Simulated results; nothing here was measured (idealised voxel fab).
Name of the process module below: voxel self aligned vias
It is cross-section cut that appears here, measuring 170 nm in width, its square cells being 5 nm in size.
Throughout this document, each cross-section is represented as a grid of square cells and is presented as a sequence of bands enumerated from the top downward, where a band comprises one or more rows of cells.
Heads up on the band format: heights come first, top then bottom, in nm. After that it's the materials left to right, each with its width in nm. A single material flagged "full width" fills the whole band edge to edge, and "empty" means there's empty space there.
Heights are expressed relative to 0, this being the level below which the as-received wafer comprises one material exclusively. The lowest band is unbounded in the downward direction and is denoted as in "0 -> down".
The expression "30->40" gives the width at the extremes of the band, the first number at its top row of cells and the second at its bottom row, with the width changing by equal amounts from each row to the next in between.
You'll sometimes find "nothing altered" written for a step, and that's the way of saying that nowhere in the cross-section did a cell change during that step.
Each empty space that has no open way to the top and spans at least 8 cells appears under "Enclosed voids" as width x height at distance, the distance counted from the left edge, all in nm.
Read whatever lies past the settings on a step's line as the simulator's own remark about the step.
The line of a step may include "overlay nm". On a step with a mask, this value is how far to the right of its planned place the mask lay. A negative value means the mask lay to the left.
The steps planned for the process are as follows:
1 RECEIVE (material Si)
2 CONFORMAL_DEP (material SiO2; thk nm 10)
3 CONFORMAL_DEP (material SiCN; thk nm 5)
4 DIRECTIONAL_DEP (material lowk; thk nm 20)
5 MASKED_ETCH (tone open; mask id LINES; width nm 30; pitch nm 80; etch materials lowk; depth nm 20; overlay nm 0)
6 CONFORMAL_DEP (material TiN; thk nm 5)
7 FILL_DEP (material Ru; thk nm 10)
8 CMP (height nm 35)
9 SELECTIVE_ETCH (etch materials W Ru TiN; depth nm 5)
10 FILL_DEP (material SiN; thk nm 5)
11 CMP (height nm 35)
12 DIRECTIONAL_DEP (material lowk; thk nm 20)
13 DIRECTIONAL_DEP (material aC; thk nm 10)
14 PATTERN (tone open; mask id VIAS; material resist; width nm 50; thk nm 30; overlay nm 0)
15 DIRECTIONAL_ETCH (etch materials aC; depth nm 10)
16 STRIP (etch materials resist)
17 DIRECTIONAL_ETCH (etch materials lowk; depth nm 20)
18 DIRECTIONAL_ETCH (etch materials SiN; depth nm 5)
19 STRIP (etch materials aC)
20 CONFORMAL_DEP (material TiN; thk nm 5)
21 FILL_DEP (material Ru; thk nm 10)
22 CMP (height nm 55)
23 CONFORMAL_DEP (material SiCN; thk nm 5)
As-received state of the wafer in cross-section, equivalent to post-step 1:
> 0 -> down | Si full width
> Enclosed voids: none
What the wafer looks like in cross-section after this module, when it starts as shown above and follows the plan above but one mistake is made in running it:
> 60 -> 55 | SiCN full width
> 55 -> 40 | lowk=30, TiN=5, Ru=40, TiN=5, lowk=90
> 40 -> 35 | lowk=30, TiN=5, Ru=20, TiN=25, lowk=90
> 35 -> 30 | lowk=30, TiN=30, lowk=50, SiN=30, lowk=30
> 30 -> 20 | lowk=30, TiN=5, Ru=20, TiN=5, lowk=50, TiN=5, Ru=20, TiN=5, lowk=30
> 20 -> 15 | lowk=30, TiN=30, lowk=50, TiN=30, lowk=30
> 15 -> 10 | SiCN full width
> 10 -> 0 | SiO2 full width
> 0 -> down | Si full width
> Enclosed voids: none
So what did we get wrong on this run? step 14 was processed under conditions differing from the plan, specifically as PATTERN (tone open; mask id VIAS; material resist; width nm 50; thk nm 30; overlay nm 10)
